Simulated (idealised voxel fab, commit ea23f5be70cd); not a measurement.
Proc. module: voxel ribs on slabs
It is cross-section cut that appears here, measuring 165 nm in width, its square cells being 5 nm in size.
A cross-section in this document is a grid of square cells, and it is written down as bands, the top band listed before the ones below it; a band is made up of one or more rows of cells.
A band entry consists of two parts. The first gives the height of the band's top and the height of its bottom, in nm. The rest lists the band's materials from left to right, each with its width in nm. A single material labelled with the word "full width" fills the band from edge to edge, and the word "blank" marks empty space.
Heads up on the height convention: 0 is the point under which the incoming wafer is all one material, and the lowest band has no bottom, it just keeps going down, like "top 0, no bottom".
Top row gets the first number, bottom row gets the second, and each row in between changes by the same step: that is how a band width like "30 to 40" works.
No cell of the cross-section changed in a step that is given as "nothing different".
"Tabulated closed voids" contains a list of empty spaces, each no smaller than 8 cells and without an open way to the top, written in the form width x height at distance with the distance from the left edge and all three in nm.
Whatever follows a step's settings on its line is a remark the simulator itself makes about that step.
Regarding "overlay nm": on a step with a mask, it is the distance the mask lay to the right of its planned place; a negative value places it to the left.

### Set out below are the planned steps of the process
| 1 | op RECEIVE | material Si |
| 2 | op DIRECTIONAL_DEP | material SiO2 | thk nm 20 |
| 3 | op DIRECTIONAL_DEP | material SiN | thk nm 20 |
| 4 | op PATTERN | tone cover | mask id RIB | material resist | width nm 30 | thk nm 15 | overlay nm 0 |
| 5 | op DIRECTIONAL_ETCH | etch materials SiN | depth nm 5 |
| 6 | op STRIP | etch materials resist |
| 7 | op PATTERN | tone cover | mask id SLAB | material resist | width nm 70 | thk nm 20 | overlay nm 0 |
| 8 | op DIRECTIONAL_ETCH | etch materials SiN | depth nm 15 |
| 9 | op STRIP | etch materials resist |
| 10 | op FILL_DEP | material SiO2 | thk nm 25 |
| 11 | op CMP | height nm 60 |
| 12 | op DIRECTIONAL_DEP | material W | thk nm 5 |
| 13 | op PATTERN | tone cover | mask id HEATER | material resist | width nm 40 | thk nm 15 | overlay nm 0 |
| 14 | op DIRECTIONAL_ETCH | etch materials W | depth nm 5 |
| 15 | op STRIP | etch materials resist |
| 16 | op CONFORMAL_DEP | material SiN | thk nm 5 |

### Of two wafers, the first: run according to plan

### Cross-section, incoming material, after step 1
top 0, no bottom | Si full width
Tabulated closed voids: none

### After step 2, in cross-section
top 20, bottom 0 | SiO2 full width
Everything under 0 stays put, no change at all.

### After step 3, in cross-section
top 40, bottom 20 | SiN full width
Everything under 20 stays put, no change at all.

### After step 4, in cross-section
top 55, bottom 40 | blank=65  resist=30  blank=70
Everything under 40 stays put, no change at all.

### After step 5, in cross-section
top 55, bottom 40 | blank=65  resist=30  blank=70
top 40, bottom 35 | blank=65  SiN=30  blank=70
Everything under 35 stays put, no change at all.

### After step 6, in cross-section
top 40, bottom 35 | blank=65  SiN=30  blank=70
Everything under 35 stays put, no change at all.

### After step 7, in cross-section
top 60, bottom 40 | blank=45  resist=70  blank=50
top 40, bottom 35 | blank=45  resist=20  SiN=30  resist=20  blank=50
Everything under 35 stays put, no change at all.

### After step 8, in cross-section
top 60, bottom 40 | blank=45  resist=70  blank=50
top 40, bottom 35 | blank=45  resist=20  SiN=30  resist=20  blank=50
top 35, bottom 20 | blank=45  SiN=70  blank=50
Everything under 20 stays put, no change at all.

### After step 9, in cross-section
top 40, bottom 35 | blank=65  SiN=30  blank=70
Everything under 35 stays put, no change at all.

### After step 10, in cross-section
top 65, bottom 40 | SiO2 full width
top 40, bottom 35 | SiO2=65  SiN=30  SiO2=70
top 35, bottom 20 | SiO2=45  SiN=70  SiO2=50
Everything under 20 stays put, no change at all.

### After step 11, in cross-section
top 60, bottom 40 | SiO2 full width
Everything under 40 stays put, no change at all.

### After step 12, in cross-section
top 65, bottom 60 | W full width
Everything under 60 stays put, no change at all.

### After step 13, in cross-section
top 80, bottom 65 | blank=60  resist=40  blank=65
Everything under 65 stays put, no change at all.

### After step 14, in cross-section
top 80, bottom 65 | blank=60  resist=40  blank=65
top 65, bottom 60 | blank=60  W=40  blank=65
Everything under 60 stays put, no change at all.

### After step 15, in cross-section
top 65, bottom 60 | blank=60  W=40  blank=65
Everything under 60 stays put, no change at all.

### After step 16, in cross-section
top 70, bottom 65 | blank=55  SiN=50  blank=60
top 65, bottom 60 | SiN=60  W=40  SiN=65
Everything under 60 stays put, no change at all.

### Now the other wafer: same start, same recipe, but we messed up one thing when running it. Up to and including step 3 it's the same as the first one

### Here is the second wafer in cross-section at the point where step 4 of the plan should have been done
top 55, bottom 40 | blank=65  resist=35  blank=65
Everything under 40 stays put, no change at all.

### Here is the second wafer in cross-section at the point where step 5 of the plan should have been done
top 55, bottom 40 | blank=65  resist=35  blank=65
top 40, bottom 35 | blank=65  SiN=35  blank=65
Everything under 35 stays put, no change at all.

### Here is the second wafer in cross-section at the point where step 6 of the plan should have been done
top 40, bottom 35 | blank=65  SiN=35  blank=65
Everything under 35 stays put, no change at all.

### Here is the second wafer in cross-section at the point where step 7 of the plan should have been done
top 60, bottom 40 | blank=45  resist=70  blank=50
top 40, bottom 35 | blank=45  resist=20  SiN=35  resist=15  blank=50
Everything under 35 stays put, no change at all.

### Here is the second wafer in cross-section at the point where step 8 of the plan should have been done
top 60, bottom 40 | blank=45  resist=70  blank=50
top 40, bottom 35 | blank=45  resist=20  SiN=35  resist=15  blank=50
top 35, bottom 20 | blank=45  SiN=70  blank=50
Everything under 20 stays put, no change at all.

### Here is the second wafer in cross-section at the point where step 9 of the plan should have been done
top 40, bottom 35 | blank=65  SiN=35  blank=65
Everything under 35 stays put, no change at all.

### Here is the second wafer in cross-section at the point where step 10 of the plan should have been done
top 65, bottom 40 | SiO2 full width
top 40, bottom 35 | SiO2=65  SiN=35  SiO2=65
top 35, bottom 20 | SiO2=45  SiN=70  SiO2=50
Everything under 20 stays put, no change at all.

### Here is the second wafer in cross-section at the point where step 11 of the plan should have been done
top 60, bottom 40 | SiO2 full width
Everything under 40 stays put, no change at all.

### Here is the second wafer in cross-section at the point where step 12 of the plan should have been done
top 65, bottom 60 | W full width
Everything under 60 stays put, no change at all.

### Here is the second wafer in cross-section at the point where step 13 of the plan should have been done
top 80, bottom 65 | blank=60  resist=40  blank=65
Everything under 65 stays put, no change at all.

### Here is the second wafer in cross-section at the point where step 14 of the plan should have been done
top 80, bottom 65 | blank=60  resist=40  blank=65
top 65, bottom 60 | blank=60  W=40  blank=65
Everything under 60 stays put, no change at all.

### Here is the second wafer in cross-section at the point where step 15 of the plan should have been done
top 65, bottom 60 | blank=60  W=40  blank=65
Everything under 60 stays put, no change at all.

### Here is the second wafer in cross-section at the point where step 16 of the plan should have been done
top 70, bottom 65 | blank=55  SiN=50  blank=60
top 65, bottom 60 | SiN=60  W=40  SiN=65
Everything under 60 stays put, no change at all.
Diagnosis: step 4 was processed under conditions differing from the plan, specifically as op PATTERN | tone cover | mask id RIB | material resist | width nm 35 | thk nm 15 | overlay nm 0
at the end the second wafer has, in cells: +1 SiN, -1 SiO2
